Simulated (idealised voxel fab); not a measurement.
Presented below is a process module, voxel released beams.
Square cell edge 5 nm, section width 180 nm, ID cut.
The cross-sections in this document take the form of a grid made of square cells. They are written out as bands, in order from top to bottom. Each band consists of one or more rows of cells.
Top, bottom (nm), then materials left to right with widths (nm); lone material tagged "all across" fills the whole band edge to edge; "air" = empty space.
The reference from which all heights are counted is 0, the level beneath which the as-received wafer is entirely one material; the lowest band, having no lower bound, proceeds downward and is written after the example "0 down".
It should be noted that a width expressed as "30->40" varies in equal increments from row to row of cells within the band, taking the value of the first number at the top row and that of the second number at the bottom row.
Where the words "same as before" appear for a step, the cross-section shows no cell changed by that step; every cell remained as before.
"Trapped void list" lists enclosed empty spaces (at least 8 cells, no open path upward to the top), each as width x height at distance from the left edge, in nm.
If you see something after the settings on a step's line, that's the simulator's own remark about that step.
The setting "overlay nm" may be written on the line of a step. When the step uses a mask, the value reports how far to the right of the planned place the mask lay, and a negative value reports that it lay to the left.

List of planned process steps
1. RECEIVE | material Si
2. CONFORMAL_DEP | material SiN | thk nm 10
3. DIRECTIONAL_DEP | material SiO2 | thk nm 15
4. PATTERN | tone open | mask id ANCHOR | material resist | width nm 35 | thk nm 20 | overlay nm 0
5. DIRECTIONAL_ETCH | etch materials SiO2 | depth nm 15
6. STRIP | etch materials resist
7. CONFORMAL_DEP | material polySi | thk nm 10
8. PATTERN | tone cover | mask id BEAM | material resist | width nm 110 | thk nm 15 | overlay nm 0
9. DIRECTIONAL_ETCH | etch materials polySi | depth nm 10
10. STRIP | etch materials resist
11. STRIP | etch materials SiO2

Of two wafers, the first: run according to plan

Cross-section of the wafer as it came to us, i.e., already through step 1
0 down: Si all across
Trapped void list: none

How the wafer stands in section after step 2
10 to 0: SiN all across
All layers under 0 are left as they were.

How the wafer stands in section after step 3
25 to 10: SiO2 all across
All layers under 10 are left as they were.

How the wafer stands in section after step 4
45 to 25: resist=35, then air=35, then resist=110
All layers under 25 are left as they were.

How the wafer stands in section after step 5
45 to 25: resist=35, then air=35, then resist=110
25 to 10: SiO2=35, then air=35, then SiO2=110
All layers under 10 are left as they were.

How the wafer stands in section after step 6
25 to 10: SiO2=35, then air=35, then SiO2=110
All layers under 10 are left as they were.

How the wafer stands in section after step 7
35 to 25: polySi=45, then air=15, then polySi=120
25 to 20: SiO2=35, then polySi=10, then air=15, then polySi=10, then SiO2=110
20 to 10: SiO2=35, then polySi=35, then SiO2=110
All layers under 10 are left as they were.

How the wafer stands in section after step 8
50 to 35: air=30, then resist=110, then air=40
35 to 25: polySi=45, then resist=15, then polySi=120
25 to 20: SiO2=35, then polySi=10, then resist=15, then polySi=10, then SiO2=110
All layers under 20 are left as they were.

How the wafer stands in section after step 9
50 to 35: air=30, then resist=110, then air=40
35 to 25: air=30, then polySi=15, then resist=15, then polySi=80, then air=40
All layers under 25 are left as they were.

How the wafer stands in section after step 10
35 to 25: air=30, then polySi=15, then air=15, then polySi=80, then air=40
25 to 20: SiO2=35, then polySi=10, then air=15, then polySi=10, then SiO2=110
All layers under 20 are left as they were.

How the wafer stands in section after step 11
35 to 25: air=30, then polySi=15, then air=15, then polySi=80, then air=40
25 to 20: air=35, then polySi=10, then air=15, then polySi=10, then air=110
20 to 10: air=35, then polySi=35, then air=110
All layers under 10 are left as they were.

Here the second wafer is described. Its start and its plan were those of the first wafer. Its run contained one mistake. Up to and including step 1, it did exactly what the first wafer did

At the planned end of step 2, the second wafer in cross-section: same as before

At the planned end of step 3, the second wafer in cross-section
15 to 0: SiO2 all across
All layers under 0 are left as they were.

At the planned end of step 4, the second wafer in cross-section
35 to 15: resist=35, then air=35, then resist=110
All layers under 15 are left as they were.

At the planned end of step 5, the second wafer in cross-section
35 to 15: resist=35, then air=35, then resist=110
15 to 0: SiO2=35, then air=35, then SiO2=110
All layers under 0 are left as they were.

At the planned end of step 6, the second wafer in cross-section
15 to 0: SiO2=35, then air=35, then SiO2=110
All layers under 0 are left as they were.

At the planned end of step 7, the second wafer in cross-section
25 to 15: polySi=45, then air=15, then polySi=120
15 to 10: SiO2=35, then polySi=10, then air=15, then polySi=10, then SiO2=110
10 to 0: SiO2=35, then polySi=35, then SiO2=110
All layers under 0 are left as they were.

At the planned end of step 8, the second wafer in cross-section
40 to 25: air=30, then resist=110, then air=40
25 to 15: polySi=45, then resist=15, then polySi=120
15 to 10: SiO2=35, then polySi=10, then resist=15, then polySi=10, then SiO2=110
All layers under 10 are left as they were.

At the planned end of step 9, the second wafer in cross-section
40 to 25: air=30, then resist=110, then air=40
25 to 15: air=30, then polySi=15, then resist=15, then polySi=80, then air=40
All layers under 15 are left as they were.

At the planned end of step 10, the second wafer in cross-section
25 to 15: air=30, then polySi=15, then air=15, then polySi=80, then air=40
15 to 10: SiO2=35, then polySi=10, then air=15, then polySi=10, then SiO2=110
All layers under 10 are left as they were.

At the planned end of step 11, the second wafer in cross-section
25 to 15: air=30, then polySi=15, then air=15, then polySi=80, then air=40
15 to 10: air=35, then polySi=10, then air=15, then polySi=10, then air=110
10 to 0: air=35, then polySi=35, then air=110
All layers under 0 are left as they were.
Nonconformance to the process plan: plan step 2 skipped
Count the cells at the end and the second wafer has more or fewer of some materials than the first: -72 SiN
